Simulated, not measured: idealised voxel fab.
The document below concerns the process module designated voxel self aligned vias.
285 nm wide, 5 nm square cells: that's cross-section cut.
Each cross-section below is a grid of square cells, stated as bands in top-down order, with one or more rows of cells making up each band.
Per band: top height and bottom height in nm, followed by the left-to-right materials and their widths in nm; "all across" marks a single material spanning edge to edge, "blank" marks empty space.
Heights are measured from 0, the level below which the as-received wafer is all one material; the lowest band has no bottom and continues downward, written as in "0 -> down".
Width "30..40": first value at the band's top row of cells, second value at its bottom row, equal change from row to row.
Any step labelled "no modification" changed none of the cells in the cross-section.
So "Fully sealed cavities" is basically the list of trapped voids: any empty space of 8 cells or more that can't reach the top through an opening. They're written width x height at distance, the distance being from the left edge, and it's all nm.
Read whatever lies past the settings on a step's line as the simulator's own remark about the step.
Regarding "overlay nm": on a step with a mask, it is the distance the mask lay to the right of its planned place; a negative value places it to the left.
**Steps in the process plan**
1. RECEIVE [material Si]
2. CONFORMAL_DEP [material SiO2] [thk nm 10]
3. CONFORMAL_DEP [material SiCN] [thk nm 5]
4. DIRECTIONAL_DEP [material SiO2] [thk nm 30]
5. PATTERN [tone open] [mask id LINES] [material resist] [width nm 30] [pitch nm 60] [thk nm 15] [overlay nm 0]
6. DIRECTIONAL_ETCH [etch materials SiO2] [depth nm 30]
7. STRIP [etch materials resist]
8. CONFORMAL_DEP [material TiN] [thk nm 5]
9. FILL_DEP [material W] [thk nm 5]
10. CMP [height nm 45]
11. SELECTIVE_ETCH [etch materials W Ru TiN] [depth nm 10]
12. FILL_DEP [material SiN] [thk nm 5]
13. CMP [height nm 45]
14. DIRECTIONAL_DEP [material SiO2] [thk nm 15]
15. MASKED_ETCH [tone open] [mask id VIAS] [width nm 40] [pitch nm 60] [etch materials SiO2] [depth nm 15] [overlay nm 0]
16. MASKED_ETCH [tone open] [mask id VIAS] [width nm 40] [pitch nm 60] [etch materials SiN] [depth nm 10] [overlay nm 0]
17. CONFORMAL_DEP [material TiN] [thk nm 5]
18. FILL_DEP [material W] [thk nm 10]
19. CMP [height nm 60]
20. CONFORMAL_DEP [material SiCN] [thk nm 5]
**As-received wafer cross-section (after step 1)**
- 0 -> down = Si all across
- Fully sealed cavities: none
**Cross-section at module end, one run error; start and plan unchanged from above**
- 65 -> 60 = SiCN all across
- 60 -> 50 = 90 SiO2, 5 TiN, 30 W, 5 TiN, 20 SiO2, 5 TiN, 30 W, 5 TiN, 95 SiO2
- 50 -> 45 = 90 SiO2, 40 TiN, 20 SiO2, 40 TiN, 95 SiO2
- 45 -> 35 = 90 SiN, 5 TiN, 30 SiO2, 5 TiN, 20 SiN, 5 TiN, 30 SiO2, 5 TiN, 95 SiN
- 35 -> 20 = 90 W, 5 TiN, 30 SiO2, 5 TiN, 20 W, 5 TiN, 30 SiO2, 5 TiN, 95 W
- 20 -> 15 = 95 TiN, 30 SiO2, 30 TiN, 30 SiO2, 100 TiN
- 15 -> 10 = SiCN all across
- 10 -> 0 = SiO2 all across
- 0 -> down = Si all across
- Fully sealed cavities: none
What broke from the plan during processing? it should be noted that step 5 was executed with settings other than those planned, the operation and settings actually applied being PATTERN [tone cover] [mask id LINES] [material resist] [width nm 30] [pitch nm 60] [thk nm 15] [overlay nm 0]
